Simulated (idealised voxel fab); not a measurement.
The following process module bears the name voxel released beams.
Square cells of 5 nm make up the cross-section cut, whose width is 180 nm.
Cross-section, as written here: a square-cell grid given band by band from the top down, where a band holds one or more rows of cells.
Band: top and bottom heights (nm) first, top before bottom; then materials from left to right, widths in nm. "everywhere" marks a sole material filling the band edge to edge. "air" denotes empty space.
We count height from 0. Below that, the starting wafer is all one material. The lowest band never ends at the bottom but goes on down; see "0..down" for how that is written.
Width spec "30..40" -> top row of cells at first value, bottom row at second value, equal per-row change in between.
Where a step carries "no alteration", the cross-section came out of it unchanged, cell for cell.
The label "Sealed void listing" introduces a list of the empty spaces, 8 cells or larger, that have no open way up to the top; each entry in it reads width x height at distance, where the distance is taken from the left edge and all three are stated in nm.
Anything after a step's settings on that line? It's the simulator's own note about the step.
overlay nm: mask offset rightward from planned place, masked step; negative means leftward offset.
HERE'S WHAT THE PLANNED PROCESS STEPS LOOK LIKE
1. op RECEIVE | material Si
2. op CONFORMAL_DEP | material SiN | thk nm 5
3. op DIRECTIONAL_DEP | material SiO2 | thk nm 15
4. op DIRECTIONAL_DEP | material aC | thk nm 15
5. op PATTERN | tone open | mask id ANCHOR | material resist | width nm 25 | thk nm 30 | overlay nm 0
6. op DIRECTIONAL_ETCH | etch materials aC | depth nm 15
7. op STRIP | etch materials resist
8. op DIRECTIONAL_ETCH | etch materials SiO2 | depth nm 15
9. op STRIP | etch materials aC
10. op CONFORMAL_DEP | material polySi | thk nm 10
11. op DIRECTIONAL_DEP | material aC | thk nm 15
12. op PATTERN | tone cover | mask id BEAM | material resist | width nm 110 | thk nm 30 | overlay nm 0
13. op DIRECTIONAL_ETCH | etch materials aC | depth nm 15
14. op STRIP | etch materials resist
15. op DIRECTIONAL_ETCH | etch materials polySi | depth nm 10
16. op STRIP | etch materials aC
17. op STRIP | etch materials SiO2
AS RECEIVED (POST STEP 1): CROSS-SECTION
- 0..down = Si everywhere
- Sealed void listing: none
STARTING STRUCTURE AND PROCESS PLAN ARE AS SHOWN ABOVE, BUT ONE MISTAKE WAS MADE IN RUNNING THE MODULE; THE WAFER CROSS-SECTION AT THE END OF THE MODULE FOLLOWS
- 10..0 = 30 of air, then 110 of polySi, then 40 of air
- 0..down = Si everywhere
- Sealed void listing: none
It is concluded that the wafer was processed incorrectly with respect to the plan, in that step 9 changed vs plan, executed as op STRIP | etch materials SiN
